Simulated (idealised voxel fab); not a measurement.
The process module presented herein is designated voxel wiring stack.
The figure presents cross-section cut, which has a width of 280 nm and is divided into square cells with an edge length of 5 nm.
Square cells in a grid make up a cross-section in this document, and the grid is given as bands, listed from the top down, each one or more rows of cells. What a band's entry tells you: where the top is and where the bottom is, as heights in nm, and after that what lies inside, material by material from left to right, each with its width in nm. Empty space is written as the word "blank", and a single material marked with the word "all across" occupies the band from edge to edge. Measure heights from 0. That's the level where, below it, the as-received wafer is all one material. The lowest band is bottomless and extends downward; write it as in "0 down". The two numbers in a width such as "30 to 40" mark its ends across the band: the first belongs to the top row of cells, the second to the bottom row, and from each row to the next the width moves by the same amount. "same as before" for a step: no cell of the cross-section changed in that step. Any empty space of 8 cells or more lacking an open way to the top shows up in "Tabulated closed voids" as width x height at distance, distance from the left edge, in nm. Anything after a step's settings on that line? It's the simulator's own note about the step. What "overlay nm" on a step's line means: if the step has a mask, that mask lay this far to the right of its planned place, or, when the value is negative, to the left.
**Steps in the process plan**
| 1 | op RECEIVE | material Si |
| 2 | op CONFORMAL_DEP | material SiO2 | thk nm 15 |
| 3 | op CONFORMAL_DEP | material SiN | thk nm 5 |
| 4 | op DIRECTIONAL_DEP | material lowk | thk nm 20 |
| 5 | op DIRECTIONAL_DEP | material aC | thk nm 10 |
| 6 | op PATTERN | tone open | mask id METAL_1 | material resist | width nm 25 | pitch nm 45 | thk nm 25 | overlay nm 0 |
| 7 | op DIRECTIONAL_ETCH | etch materials aC | depth nm 10 |
| 8 | op STRIP | etch materials resist |
| 9 | op DIRECTIONAL_ETCH | etch materials lowk | depth nm 20 |
| 10 | op DIRECTIONAL_ETCH | etch materials SiN | depth nm 5 |
| 11 | op STRIP | etch materials aC |
| 12 | op CONFORMAL_DEP | material TiN | thk nm 5 |
| 13 | op FILL_DEP | material Ru | thk nm 5 |
| 14 | op CMP | height nm 40 |
| 15 | op CONFORMAL_DEP | material SiCN | thk nm 5 |
| 16 | op DIRECTIONAL_DEP | material lowk | thk nm 10 |
| 17 | op MASKED_ETCH | tone open | mask id PLUG_1 | width nm 15 | pitch nm 45 | etch materials lowk | depth nm 10 | overlay nm 0 |
| 18 | op MASKED_ETCH | tone open | mask id PLUG_1 | width nm 15 | pitch nm 45 | etch materials SiCN | depth nm 5 | overlay nm 0 |
| 19 | op EPI | material Ru | thk nm 10 |
| 20 | op EPI | material Ru | thk nm 5 |
| 21 | op CONFORMAL_DEP | material SiN | thk nm 5 |
| 22 | op DIRECTIONAL_DEP | material SiO2 | thk nm 15 |
| 23 | op PATTERN | tone open | mask id METAL_2 | material resist | width nm 25 | pitch nm 45 | thk nm 20 | overlay nm 0 |
| 24 | op DIRECTIONAL_ETCH | etch materials SiO2 | depth nm 15 |
| 25 | op DIRECTIONAL_ETCH | etch materials SiN | depth nm 5 |
| 26 | op STRIP | etch materials resist |
| 27 | op CONFORMAL_DEP | material TiN | thk nm 5 |
| 28 | op FILL_DEP | material Cu | thk nm 5 |
| 29 | op CMP | height nm 75 |
| 30 | op CONFORMAL_DEP | material SiN | thk nm 5 |
**First wafer out of two, processed as planned**
**Cross-section of the wafer upon arrival, representing the state reached after step 1**
0 down | Si all across
Tabulated closed voids: none
**The wafer, seen in cross-section, after step 2**
15 to 0 | SiO2 all across
Anything lower than 0 is untouched.
**The wafer, seen in cross-section, after step 3**
20 to 15 | SiN all across
Anything lower than 15 is untouched.
**The wafer, seen in cross-section, after step 4**
40 to 20 | lowk all across
Anything lower than 20 is untouched.
**The wafer, seen in cross-section, after step 5**
50 to 40 | aC all across
Anything lower than 40 is untouched.
**The wafer, seen in cross-section, after step 6**
75 to 50 | resist 80 | blank 25 | resist 20 | blank 25 | resist 20 | blank 25 | resist 85
Anything lower than 50 is untouched.
**The wafer, seen in cross-section, after step 7**
65 to 50 | resist 80 | blank 25 | resist 20 | blank 25 | resist 20 | blank 25 | resist 85
50 to 40 | aC 80 | blank 25 | aC 20 | blank 25 | aC 20 | blank 25 | aC 85
Anything lower than 40 is untouched.
**The wafer, seen in cross-section, after step 8**
50 to 40 | aC 80 | blank 25 | aC 20 | blank 25 | aC 20 | blank 25 | aC 85
Anything lower than 40 is untouched.
**The wafer, seen in cross-section, after step 9**
50 to 40 | aC 80 | blank 25 | aC 20 | blank 25 | aC 20 | blank 25 | aC 85
40 to 20 | lowk 80 | blank 25 | lowk 20 | blank 25 | lowk 20 | blank 25 | lowk 85
Anything lower than 20 is untouched.
**The wafer, seen in cross-section, after step 10**
50 to 40 | aC 80 | blank 25 | aC 20 | blank 25 | aC 20 | blank 25 | aC 85
40 to 20 | lowk 80 | blank 25 | lowk 20 | blank 25 | lowk 20 | blank 25 | lowk 85
20 to 15 | SiN 80 | blank 25 | SiN 20 | blank 25 | SiN 20 | blank 25 | SiN 85
Anything lower than 15 is untouched.
**The wafer, seen in cross-section, after step 11**
40 to 20 | lowk 80 | blank 25 | lowk 20 | blank 25 | lowk 20 | blank 25 | lowk 85
Anything lower than 20 is untouched.
**The wafer, seen in cross-section, after step 12**
45 to 40 | TiN 85 | blank 15 | TiN 30 | blank 15 | TiN 30 | blank 15 | TiN 90
40 to 20 | lowk 80 | TiN 5 | blank 15 | TiN 5 | lowk 20 | TiN 5 | blank 15 | TiN 5 | lowk 20 | TiN 5 | blank 15 | TiN 5 | lowk 85
20 to 15 | SiN 80 | TiN 25 | SiN 20 | TiN 25 | SiN 20 | TiN 25 | SiN 85
Anything lower than 15 is untouched.
**The wafer, seen in cross-section, after step 13**
50 to 45 | Ru all across
45 to 40 | TiN 85 | Ru 15 | TiN 30 | Ru 15 | TiN 30 | Ru 15 | TiN 90
40 to 20 | lowk 80 | TiN 5 | Ru 15 | TiN 5 | lowk 20 | TiN 5 | Ru 15 | TiN 5 | lowk 20 | TiN 5 | Ru 15 | TiN 5 | lowk 85
Anything lower than 20 is untouched.
**The wafer, seen in cross-section, after step 14**
40 to 20 | lowk 80 | TiN 5 | Ru 15 | TiN 5 | lowk 20 | TiN 5 | Ru 15 | TiN 5 | lowk 20 | TiN 5 | Ru 15 | TiN 5 | lowk 85
Anything lower than 20 is untouched.
**The wafer, seen in cross-section, after step 15**
45 to 40 | SiCN all across
Anything lower than 40 is untouched.
**The wafer, seen in cross-section, after step 16**
55 to 45 | lowk all across
Anything lower than 45 is untouched.
**The wafer, seen in cross-section, after step 17**
55 to 45 | lowk 80 | blank 15 | lowk 30 | blank 15 | lowk 30 | blank 15 | lowk 95
Anything lower than 45 is untouched.
**The wafer, seen in cross-section, after step 18**
55 to 45 | lowk 80 | blank 15 | lowk 30 | blank 15 | lowk 30 | blank 15 | lowk 95
45 to 40 | SiCN 80 | blank 15 | SiCN 30 | blank 15 | SiCN 30 | blank 15 | SiCN 95
Anything lower than 40 is untouched.
**The wafer, seen in cross-section, after step 19**
55 to 50 | lowk 80 | blank 15 | lowk 30 | blank 15 | lowk 30 | blank 15 | lowk 95
50 to 45 | lowk 80 | Ru 15 | lowk 30 | Ru 15 | lowk 30 | Ru 15 | lowk 95
45 to 40 | SiCN 80 | Ru 15 | SiCN 30 | Ru 15 | SiCN 30 | Ru 15 | SiCN 95
Anything lower than 40 is untouched.
**The wafer, seen in cross-section, after step 20**
55 to 45 | lowk 80 | Ru 15 | lowk 30 | Ru 15 | lowk 30 | Ru 15 | lowk 95
Anything lower than 45 is untouched.
**The wafer, seen in cross-section, after step 21**
60 to 55 | SiN all across
Anything lower than 55 is untouched.
**The wafer, seen in cross-section, after step 22**
75 to 60 | SiO2 all across
Anything lower than 60 is untouched.
**The wafer, seen in cross-section, after step 23**
95 to 75 | resist 80 | blank 25 | resist 20 | blank 25 | resist 20 | blank 25 | resist 85
Anything lower than 75 is untouched.
**The wafer, seen in cross-section, after step 24**
95 to 75 | resist 80 | blank 25 | resist 20 | blank 25 | resist 20 | blank 25 | resist 85
75 to 60 | SiO2 80 | blank 25 | SiO2 20 | blank 25 | SiO2 20 | blank 25 | SiO2 85
Anything lower than 60 is untouched.
**The wafer, seen in cross-section, after step 25**
95 to 75 | resist 80 | blank 25 | resist 20 | blank 25 | resist 20 | blank 25 | resist 85
75 to 60 | SiO2 80 | blank 25 | SiO2 20 | blank 25 | SiO2 20 | blank 25 | SiO2 85
60 to 55 | SiN 80 | blank 25 | SiN 20 | blank 25 | SiN 20 | blank 25 | SiN 85
Anything lower than 55 is untouched.
**The wafer, seen in cross-section, after step 26**
75 to 60 | SiO2 80 | blank 25 | SiO2 20 | blank 25 | SiO2 20 | blank 25 | SiO2 85
Anything lower than 60 is untouched.
**The wafer, seen in cross-section, after step 27**
80 to 75 | TiN 85 | blank 15 | TiN 30 | blank 15 | TiN 30 | blank 15 | TiN 90
75 to 60 | SiO2 80 | TiN 5 | blank 15 | TiN 5 | SiO2 20 | TiN 5 | blank 15 | TiN 5 | SiO2 20 | TiN 5 | blank 15 | TiN 5 | SiO2 85
60 to 55 | SiN 80 | TiN 25 | SiN 20 | TiN 25 | SiN 20 | TiN 25 | SiN 85
Anything lower than 55 is untouched.
**The wafer, seen in cross-section, after step 28**
85 to 80 | Cu all across
80 to 75 | TiN 85 | Cu 15 | TiN 30 | Cu 15 | TiN 30 | Cu 15 | TiN 90
75 to 60 | SiO2 80 | TiN 5 | Cu 15 | TiN 5 | SiO2 20 | TiN 5 | Cu 15 | TiN 5 | SiO2 20 | TiN 5 | Cu 15 | TiN 5 | SiO2 85
Anything lower than 60 is untouched.
**The wafer, seen in cross-section, after step 29**
75 to 60 | SiO2 80 | TiN 5 | Cu 15 | TiN 5 | SiO2 20 | TiN 5 | Cu 15 | TiN 5 | SiO2 20 | TiN 5 | Cu 15 | TiN 5 | SiO2 85
Anything lower than 60 is untouched.
**The wafer, seen in cross-section, after step 30**
80 to 75 | SiN all across
Anything lower than 75 is untouched.
**Okay, second wafer. Nothing different at the start, nothing different in the plan, just one mistake somewhere in the running. As far as step 22, counting that step, it's the first wafer all over again**
**Second wafer, cut view, end of step 23 per plan**
95 to 75 | blank 80 | resist 25 | blank 20 | resist 25 | blank 20 | resist 25 | blank 85
Anything lower than 75 is untouched.
**Second wafer, cut view, end of step 24 per plan**
95 to 75 | blank 80 | resist 25 | blank 20 | resist 25 | blank 20 | resist 25 | blank 85
75 to 60 | blank 80 | SiO2 25 | blank 20 | SiO2 25 | blank 20 | SiO2 25 | blank 85
Anything lower than 60 is untouched.
**Second wafer, cut view, end of step 25 per plan**
95 to 75 | blank 80 | resist 25 | blank 20 | resist 25 | blank 20 | resist 25 | blank 85
75 to 60 | blank 80 | SiO2 25 | blank 20 | SiO2 25 | blank 20 | SiO2 25 | blank 85
60 to 55 | blank 80 | SiN 25 | blank 20 | SiN 25 | blank 20 | SiN 25 | blank 85
Anything lower than 55 is untouched.
**Second wafer, cut view, end of step 26 per plan**
75 to 60 | blank 80 | SiO2 25 | blank 20 | SiO2 25 | blank 20 | SiO2 25 | blank 85
Anything lower than 60 is untouched.
**Second wafer, cut view, end of step 27 per plan**
80 to 75 | blank 75 | TiN 35 | blank 10 | TiN 35 | blank 10 | TiN 35 | blank 80
75 to 60 | blank 75 | TiN 5 | SiO2 25 | TiN 5 | blank 10 | TiN 5 | SiO2 25 | TiN 5 | blank 10 | TiN 5 | SiO2 25 | TiN 5 | blank 80
60 to 55 | TiN 80 | SiN 25 | TiN 20 | SiN 25 | TiN 20 | SiN 25 | TiN 85
Anything lower than 55 is untouched.
**Second wafer, cut view, end of step 28 per plan**
85 to 80 | Cu all across
80 to 75 | Cu 75 | TiN 35 | Cu 10 | TiN 35 | Cu 10 | TiN 35 | Cu 80
75 to 60 | Cu 75 | TiN 5 | SiO2 25 | TiN 5 | Cu 10 | TiN 5 | SiO2 25 | TiN 5 | Cu 10 | TiN 5 | SiO2 25 | TiN 5 | Cu 80
Anything lower than 60 is untouched.
**Second wafer, cut view, end of step 29 per plan**
75 to 60 | Cu 75 | TiN 5 | SiO2 25 | TiN 5 | Cu 10 | TiN 5 | SiO2 25 | TiN 5 | Cu 10 | TiN 5 | SiO2 25 | TiN 5 | Cu 80
Anything lower than 60 is untouched.
**Second wafer, cut view, end of step 30 per plan**
80 to 75 | SiN all across
Anything lower than 75 is untouched.
Diagnosis: it should be noted that step 23 was executed with settings other than those planned, the operation and settings actually applied being op PATTERN | tone cover | mask id METAL_2 | material resist | width nm 25 | pitch nm 45 | thk nm 20 | overlay nm 0
Final comparison by cell count, materials where the second wafer has more or fewer than the first: +78 Cu; -26 SiN; -78 SiO2; +26 TiN
